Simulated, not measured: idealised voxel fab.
process module | voxel self aligned vias
cross-section cut | 235 nm wide | cells 5 nm
A cross-section is a grid of square cells, given in bands from the top down. A band is one or more rows of cells.
Each band's line starts with the height of the band's top and of its bottom, in nm. Then come its materials from left to right, each with its width in nm. One material with "throughout" fills the band from edge to edge. "air" is empty space.
Height 0 is the level under which the wafer as received is all one material. The lowest band goes on downwards, as in "0 down".
A width such as "30 to 40" changes by the same amount from each row of cells to the next, from the band's top row to its bottom row.
"no change" after a step means that no cell of the cross-section changed.
closed voids: empty space of 8 cells or more with no open way to the top, each as width x height at its distance from the left edge, in nm
after a step's settings: what the simulator itself notes on the step
overlay nm, on a step with a mask: how far to the right of its planned place the mask lay; to the left if negative
plan
1 op RECEIVE | material Si
2 op CONFORMAL_DEP | material SiO2 | thk nm 15
3 op CONFORMAL_DEP | material SiCN | thk nm 5
4 op DIRECTIONAL_DEP | material lowk | thk nm 30
5 op DIRECTIONAL_DEP | material aC | thk nm 15
6 op PATTERN | tone open | mask id LINES | material resist | width nm 20 | pitch nm 60 | thk nm 35 | overlay nm 0
7 op DIRECTIONAL_ETCH | etch materials aC | depth nm 15
8 op STRIP | etch materials resist
9 op DIRECTIONAL_ETCH | etch materials lowk | depth nm 30
10 op STRIP | etch materials aC
11 op CONFORMAL_DEP | material TiN | thk nm 5
12 op FILL_DEP | material Ru | thk nm 5
13 op CMP | height nm 50
14 op SELECTIVE_ETCH | etch materials W Ru TiN | depth nm 5
15 op FILL_DEP | material SiN | thk nm 5
16 op CMP | height nm 50
17 op DIRECTIONAL_DEP | material lowk | thk nm 20
18 op PATTERN | tone open | mask id VIAS | material resist | width nm 30 | pitch nm 60 | thk nm 15 | overlay nm 0
19 op DIRECTIONAL_ETCH | etch materials lowk | depth nm 20
20 op DIRECTIONAL_ETCH | etch materials SiN | depth nm 5
21 op STRIP | etch materials resist
22 op CONFORMAL_DEP | material TiN | thk nm 5
23 op FILL_DEP | material Cu | thk nm 10
24 op CMP | height nm 70
25 op CONFORMAL_DEP | material SiCN | thk nm 5
as received, after step 1
  0 down: Si throughout
  closed voids: none
first wafer at the end, as planned
  75 to 70: SiCN throughout
  70 to 55: lowk 70 | TiN 5 | Cu 20 | TiN 5 | lowk 30 | TiN 5 | Cu 20 | TiN 5 | lowk 75
  55 to 50: lowk 70 | TiN 10 | Cu 10 | TiN 10 | lowk 30 | TiN 10 | Cu 10 | TiN 10 | lowk 75
  50 to 45: lowk 75 | TiN 20 | lowk 40 | TiN 20 | lowk 80
  45 to 25: lowk 75 | TiN 5 | Ru 10 | TiN 5 | lowk 40 | TiN 5 | Ru 10 | TiN 5 | lowk 80
  25 to 20: lowk 75 | TiN 20 | lowk 40 | TiN 20 | lowk 80
  20 to 15: SiCN throughout
  15 to 0: SiO2 throughout
  0 down: Si throughout
  closed voids: none
second wafer at the end: like start, like plan, one mistake
  75 to 70: SiCN throughout
  70 to 55: lowk 70 | TiN 5 | Cu 20 | TiN 5 | lowk 30 | TiN 5 | Cu 20 | TiN 5 | lowk 75
  55 to 50: lowk 70 | TiN 30 | lowk 30 | TiN 30 | lowk 75
  50 to 45: SiCN throughout
  45 to 15: lowk throughout
  15 to 0: SiO2 throughout
  0 down: Si throughout
  closed voids: none
what went wrong: steps 3 and 4 were swapped
at the end the second wafer has, in cells: 4 fewer of Cu | 16 fewer of Ru | 28 fewer of TiN | 48 more of lowk
